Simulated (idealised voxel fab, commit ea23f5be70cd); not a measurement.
Proc. module: voxel released beams
Cross-section cut: width 265 nm, square cells of 5 nm.
A cross-section is written here as square cells arranged in a grid, and it is given in bands from the top down, each band taking up one or more rows of cells. The band entry comprises the height of the band's top followed by the height of its bottom, expressed in nm, and subsequently the band's materials from left to right, each stated together with its width in nm. Where a single material is marked with the word "all across", that material fills the band from edge to edge. The word "blank" represents empty space. The level at which height equals 0 is the one under which the wafer, as it arrives, is entirely one material. No lower edge exists for the bottom band, which continues downward and is notated as in "0..down". Quick explanation for "30 to 40": the width changes in equal steps down the rows of cells, from the first number in the band's top row to the second number in its bottom row. Basically "left unchanged" means that step didn't change any cell in the cross-section. The entry titled "Enclosed void entries" provides the empty spaces that have no open way to the top, restricted to those of 8 cells or more. Each is presented as width x height at distance, the distance being measured from the left edge, with all three in nm. Formally, on a step line, whatever follows the settings is a remark that the simulator itself makes on the step. A step line may carry the setting "overlay nm", which, for steps involving a mask, states the distance by which the mask lay to the right of its intended position; negative values denote displacement to the left.

This section lists the process steps that were planned:
1. RECEIVE (material Si)
2. CONFORMAL_DEP (material SiN; thk nm 10)
3. DIRECTIONAL_DEP (material SiO2; thk nm 15)
4. PATTERN (tone open; mask id ANCHOR; material resist; width nm 40; thk nm 15; overlay nm 0)
5. DIRECTIONAL_ETCH (etch materials SiO2; depth nm 15)
6. STRIP (etch materials resist)
7. CONFORMAL_DEP (material W; thk nm 15)
8. DIRECTIONAL_DEP (material aC; thk nm 10)
9. PATTERN (tone cover; mask id BEAM; material resist; width nm 90; thk nm 30; overlay nm 0)
10. DIRECTIONAL_ETCH (etch materials aC; depth nm 10)
11. STRIP (etch materials resist)
12. DIRECTIONAL_ETCH (etch materials W; depth nm 15)
13. STRIP (etch materials aC)
14. STRIP (etch materials SiO2)

Run as planned: first of two wafers:

Wafer at receipt (post step 1), cross-section:
	0..down: Si all across
	Enclosed void entries: none

Cross-sectional representation of the wafer at the conclusion of step 2:
	10..0: SiN all across
	Below 0 it's all the same as before, nothing changed down there.

Cross-sectional representation of the wafer at the conclusion of step 3:
	25..10: SiO2 all across
	Below 10 it's all the same as before, nothing changed down there.

Cross-sectional representation of the wafer at the conclusion of step 4:
	40..25: resist 90 nm  blank 40 nm  resist 135 nm
	Below 25 it's all the same as before, nothing changed down there.

Cross-sectional representation of the wafer at the conclusion of step 5:
	40..25: resist 90 nm  blank 40 nm  resist 135 nm
	25..10: SiO2 90 nm  blank 40 nm  SiO2 135 nm
	Below 10 it's all the same as before, nothing changed down there.

Cross-sectional representation of the wafer at the conclusion of step 6:
	25..10: SiO2 90 nm  blank 40 nm  SiO2 135 nm
	Below 10 it's all the same as before, nothing changed down there.

Cross-sectional representation of the wafer at the conclusion of step 7:
	40..25: W 105 nm  blank 10 nm  W 150 nm
	25..10: SiO2 90 nm  W 40 nm  SiO2 135 nm
	Below 10 it's all the same as before, nothing changed down there.

Cross-sectional representation of the wafer at the conclusion of step 8:
	50..40: aC 105 nm  blank 10 nm  aC 150 nm
	40..35: W 105 nm  blank 10 nm  W 150 nm
	35..25: W 105 nm  aC 10 nm  W 150 nm
	Below 25 it's all the same as before, nothing changed down there.

Cross-sectional representation of the wafer at the conclusion of step 9:
	80..50: blank 85 nm  resist 90 nm  blank 90 nm
	50..40: aC 105 nm  resist 10 nm  aC 150 nm
	40..35: W 105 nm  resist 10 nm  W 150 nm
	Below 35 it's all the same as before, nothing changed down there.

Cross-sectional representation of the wafer at the conclusion of step 10:
	70..50: blank 85 nm  resist 90 nm  blank 90 nm
	50..40: blank 85 nm  aC 20 nm  resist 10 nm  aC 60 nm  blank 90 nm
	Below 40 it's all the same as before, nothing changed down there.

Cross-sectional representation of the wafer at the conclusion of step 11:
	50..40: blank 85 nm  aC 20 nm  blank 10 nm  aC 60 nm  blank 90 nm
	40..35: W 105 nm  blank 10 nm  W 150 nm
	Below 35 it's all the same as before, nothing changed down there.

Cross-sectional representation of the wafer at the conclusion of step 12:
	50..40: blank 85 nm  aC 20 nm  blank 10 nm  aC 60 nm  blank 90 nm
	40..35: blank 85 nm  W 20 nm  blank 10 nm  W 60 nm  blank 90 nm
	35..25: blank 85 nm  W 20 nm  aC 10 nm  W 60 nm  blank 90 nm
	Below 25 it's all the same as before, nothing changed down there.

Cross-sectional representation of the wafer at the conclusion of step 13:
	40..25: blank 85 nm  W 20 nm  blank 10 nm  W 60 nm  blank 90 nm
	Below 25 it's all the same as before, nothing changed down there.

Cross-sectional representation of the wafer at the conclusion of step 14:
	40..25: blank 85 nm  W 20 nm  blank 10 nm  W 60 nm  blank 90 nm
	25..10: blank 90 nm  W 40 nm  blank 135 nm
	Below 10 it's all the same as before, nothing changed down there.

Regarding the second of the two wafers: it shared the first wafer's starting condition and process plan, yet one error occurred during its execution. Its history coincides with that of the first wafer up to and including step 1:

Second wafer, sectioned view, at step 2's planned end time:
	5..0: SiN all across
	Below 0 it's all the same as before, nothing changed down there.

Second wafer, sectioned view, at step 3's planned end time:
	20..5: SiO2 all across
	Below 5 it's all the same as before, nothing changed down there.

Second wafer, sectioned view, at step 4's planned end time:
	35..20: resist 90 nm  blank 40 nm  resist 135 nm
	Below 20 it's all the same as before, nothing changed down there.

Second wafer, sectioned view, at step 5's planned end time:
	35..20: resist 90 nm  blank 40 nm  resist 135 nm
	20..5: SiO2 90 nm  blank 40 nm  SiO2 135 nm
	Below 5 it's all the same as before, nothing changed down there.

Second wafer, sectioned view, at step 6's planned end time:
	20..5: SiO2 90 nm  blank 40 nm  SiO2 135 nm
	Below 5 it's all the same as before, nothing changed down there.

Second wafer, sectioned view, at step 7's planned end time:
	35..20: W 105 nm  blank 10 nm  W 150 nm
	20..5: SiO2 90 nm  W 40 nm  SiO2 135 nm
	Below 5 it's all the same as before, nothing changed down there.

Second wafer, sectioned view, at step 8's planned end time:
	45..35: aC 105 nm  blank 10 nm  aC 150 nm
	35..30: W 105 nm  blank 10 nm  W 150 nm
	30..20: W 105 nm  aC 10 nm  W 150 nm
	Below 20 it's all the same as before, nothing changed down there.

Second wafer, sectioned view, at step 9's planned end time:
	75..45: blank 85 nm  resist 90 nm  blank 90 nm
	45..35: aC 105 nm  resist 10 nm  aC 150 nm
	35..30: W 105 nm  resist 10 nm  W 150 nm
	Below 30 it's all the same as before, nothing changed down there.

Second wafer, sectioned view, at step 10's planned end time:
	65..45: blank 85 nm  resist 90 nm  blank 90 nm
	45..35: blank 85 nm  aC 20 nm  resist 10 nm  aC 60 nm  blank 90 nm
	Below 35 it's all the same as before, nothing changed down there.

Second wafer, sectioned view, at step 11's planned end time:
	45..35: blank 85 nm  aC 20 nm  blank 10 nm  aC 60 nm  blank 90 nm
	35..30: W 105 nm  blank 10 nm  W 150 nm
	Below 30 it's all the same as before, nothing changed down there.

Second wafer, sectioned view, at step 12's planned end time:
	45..35: blank 85 nm  aC 20 nm  blank 10 nm  aC 60 nm  blank 90 nm
	35..30: blank 85 nm  W 20 nm  blank 10 nm  W 60 nm  blank 90 nm
	30..20: blank 85 nm  W 20 nm  aC 10 nm  W 60 nm  blank 90 nm
	Below 20 it's all the same as before, nothing changed down there.

Second wafer, sectioned view, at step 13's planned end time:
	35..20: blank 85 nm  W 20 nm  blank 10 nm  W 60 nm  blank 90 nm
	Below 20 it's all the same as before, nothing changed down there.

Second wafer, sectioned view, at step 14's planned end time:
	35..20: blank 85 nm  W 20 nm  blank 10 nm  W 60 nm  blank 90 nm
	20..5: blank 90 nm  W 40 nm  blank 135 nm
	Below 5 it's all the same as before, nothing changed down there.
Against the plan, the run slipped here: step 2, actual vs plan mismatch, actual run CONFORMAL_DEP (material SiN; thk nm 5)
The second wafer ends with more or fewer cells of some materials than the first, per final count: SiN: 53 fewer
